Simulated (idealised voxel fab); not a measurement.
Herein follows the process module entitled voxel tone inversion.
In the cross-section labelled cut, the width is 270 nm and each square cell is 5 nm.
Cross-sections here: square-cell grids, written as top-down lists of bands, a band being one or more rows of cells. The entry gives the band's vertical extent as a top height and a bottom height in nm, then its horizontal make-up as materials from left to right, each with a width in nm. "empty" stands for empty space; a single material marked "throughout" fills the band edge to edge. Height is counted from the level 0, under which the received wafer is composed throughout of one material. The lowest of the bands is not closed at the bottom but continues downward, in the notation "from 0 down". You'd read "30..40" like this: the band's top row of cells is as wide as the first number, its bottom row is as wide as the second, and going down, every row changes width by the same amount as the row before did. Step note "no change occurred" = no cross-section cell changed. "Closed void roster": sealed empty spaces, 8 cells or more, no open way to top, listed width x height at distance, with distance from the left edge and width, height and distance in nm. The remark found on a step's line after its settings is issued by the simulator itself and pertains to that step. What "overlay nm" on a step's line means: if the step has a mask, that mask lay this far to the right of its planned place, or, when the value is negative, to the left.

[plan]
1,op RECEIVE | material Si
2,op CONFORMAL_DEP | material SiCN | thk nm 5
3,op DIRECTIONAL_DEP | material aC | thk nm 20
4,op PATTERN | tone cover | mask id POSTS | material resist | width nm 20 | pitch nm 50 | thk nm 30 | overlay nm 0
5,op DIRECTIONAL_ETCH | etch materials aC | depth nm 20
6,op STRIP | etch materials resist
7,op FILL_DEP | material lowk | thk nm 5
8,op CMP | height nm 25
9,op STRIP | etch materials aC
10,op CONFORMAL_DEP | material TiN | thk nm 5
11,op FILL_DEP | material Ru | thk nm 5
12,op CMP | height nm 25
13,op CONFORMAL_DEP | material SiN | thk nm 5

[This is the cross-section of the wafer as we received it, i.e. after step 1]
  from 0 down: Si throughout
  Closed void roster: none

[One mistake in running the module, otherwise start and plan as above: cross-section at the end]
  from 30 to 25: SiN throughout
  from 25 to 20: lowk throughout
  from 20 to 0: lowk 100 nm, aC 20 nm, lowk 30 nm, aC 20 nm, lowk 100 nm
  from 0 down: Si throughout
  Closed void roster: none
Here's what went sideways: step 2 was left out
